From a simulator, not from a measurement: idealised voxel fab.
The process module that follows is named voxel capacitor over wiring.
220 nm wide, 5 nm square cells: that's cross-section cut.
Just so we're on the same page, the cross-sections are grids of square cells, and they're listed out in bands top to bottom, each band one or more rows deep. A band entry consists of two parts. The first gives the height of the band's top and the height of its bottom, in nm. The rest lists the band's materials from left to right, each with its width in nm. A single material labelled with the word "edge to edge" fills the band from edge to edge, and the word "air" marks empty space. The level at which height equals 0 is the one under which the wafer, as it arrives, is entirely one material. No lower edge exists for the bottom band, which continues downward and is notated as in "z 0 and below". The width entry "30 to 40" should be interpreted row by row: the top row of cells in the band takes the first number, the bottom row takes the second number, and the change between adjacent rows is uniform throughout. No cell of the cross-section changed in a step that is given as "nothing got changed". What "Sealed void listing" gives you is every empty space of 8 cells or more that is cut off from the top. Each appears as width x height at distance, with the distance taken from the left edge and width, height and distance all in nm. On a step's line, text after the settings is the simulator commenting on that step. A step line may carry the setting "overlay nm", which, for steps involving a mask, states the distance by which the mask lay to the right of its intended position; negative values denote displacement to the left.

Intended process steps:
1. op RECEIVE | material Si
2. op CONFORMAL_DEP | material SiO2 | thk nm 10
3. op DIRECTIONAL_DEP | material TiN | thk nm 5
4. op DIRECTIONAL_DEP | material W | thk nm 20
5. op DIRECTIONAL_DEP | material aC | thk nm 10
6. op PATTERN | tone cover | mask id METAL_1 | material resist | width nm 20 | pitch nm 70 | thk nm 30 | overlay nm 0
7. op DIRECTIONAL_ETCH | etch materials aC | depth nm 10
8. op STRIP | etch materials resist
9. op DIRECTIONAL_ETCH | etch materials W | depth nm 20
10. op DIRECTIONAL_ETCH | etch materials TiN | depth nm 5
11. op STRIP | etch materials aC
12. op FILL_DEP | material SiO2 | thk nm 10
13. op CMP | height nm 35
14. op CONFORMAL_DEP | material SiCN | thk nm 5
15. op DIRECTIONAL_DEP | material SiO2 | thk nm 20
16. op PATTERN | tone open | mask id PLUG_1 | material resist | width nm 15 | thk nm 20 | overlay nm 0
17. op DIRECTIONAL_ETCH | etch materials SiO2 | depth nm 20
18. op DIRECTIONAL_ETCH | etch materials SiCN | depth nm 5
19. op STRIP | etch materials resist
20. op CONFORMAL_DEP | material TiN | thk nm 5
21. op FILL_DEP | material Cu | thk nm 5
22. op CMP | height nm 60
23. op DIRECTIONAL_DEP | material TiN | thk nm 10
24. op DIRECTIONAL_DEP | material HfO2 | thk nm 5
25. op DIRECTIONAL_DEP | material TiN | thk nm 5
26. op MASKED_ETCH | tone cover | mask id UPPER_PLATE | width nm 55 | etch materials TiN | depth nm 5 | overlay nm 0
27. op MASKED_ETCH | tone cover | mask id UPPER_PLATE | width nm 55 | etch materials HfO2 | depth nm 5 | overlay nm 0
28. op MASKED_ETCH | tone cover | mask id LOWER_PLATE | width nm 65 | etch materials TiN | depth nm 10 | overlay nm 0
29. op FILL_DEP | material SiO2 | thk nm 20
30. op CMP | height nm 95
31. op PATTERN | tone open | mask id PLUG_2 | material resist | width nm 15 | thk nm 15 | overlay nm 0
32. op DIRECTIONAL_ETCH | etch materials SiO2 | depth nm 15
33. op STRIP | etch materials resist
34. op CONFORMAL_DEP | material TiN | thk nm 5
35. op FILL_DEP | material Cu | thk nm 10
36. op CMP | height nm 95
37. op CONFORMAL_DEP | material SiN | thk nm 5

As-received state of the wafer in cross-section, equivalent to post-step 1:
z 0 and below  Si edge to edge
Sealed void listing: none

Post-module cross-section: identical start and plan to those above, one misstep in execution:
z 100 to 95  SiN edge to edge
z 95 to 85  SiO2 80 nm, then TiN 5 nm, then Cu 5 nm, then TiN 5 nm, then SiO2 125 nm
z 85 to 75  SiO2 80 to 70 nm, then TiN 15 to 55 nm, then SiO2 125 to 95 nm
z 75 to 70  SiO2 70 nm, then HfO2 55 nm, then SiO2 95 nm
z 70 to 60  SiO2 65 nm, then TiN 65 nm, then SiO2 90 nm
z 60 to 40  SiO2 70 nm, then TiN 5 nm, then Cu 5 nm, then TiN 5 nm, then SiO2 135 nm
z 40 to 35  SiCN 70 nm, then TiN 15 nm, then SiCN 135 nm
z 35 to 25  SiO2 edge to edge
z 25 to 5  SiO2 65 nm, then W 20 nm, then SiO2 50 nm, then W 20 nm, then SiO2 65 nm
z 5 to 0  SiO2 65 nm, then TiN 20 nm, then SiO2 50 nm, then TiN 20 nm, then SiO2 65 nm
z 0 and below  Si edge to edge
Sealed void listing: none
What was done differently from what was planned? step 2 of the plan was bypassed and not carried out
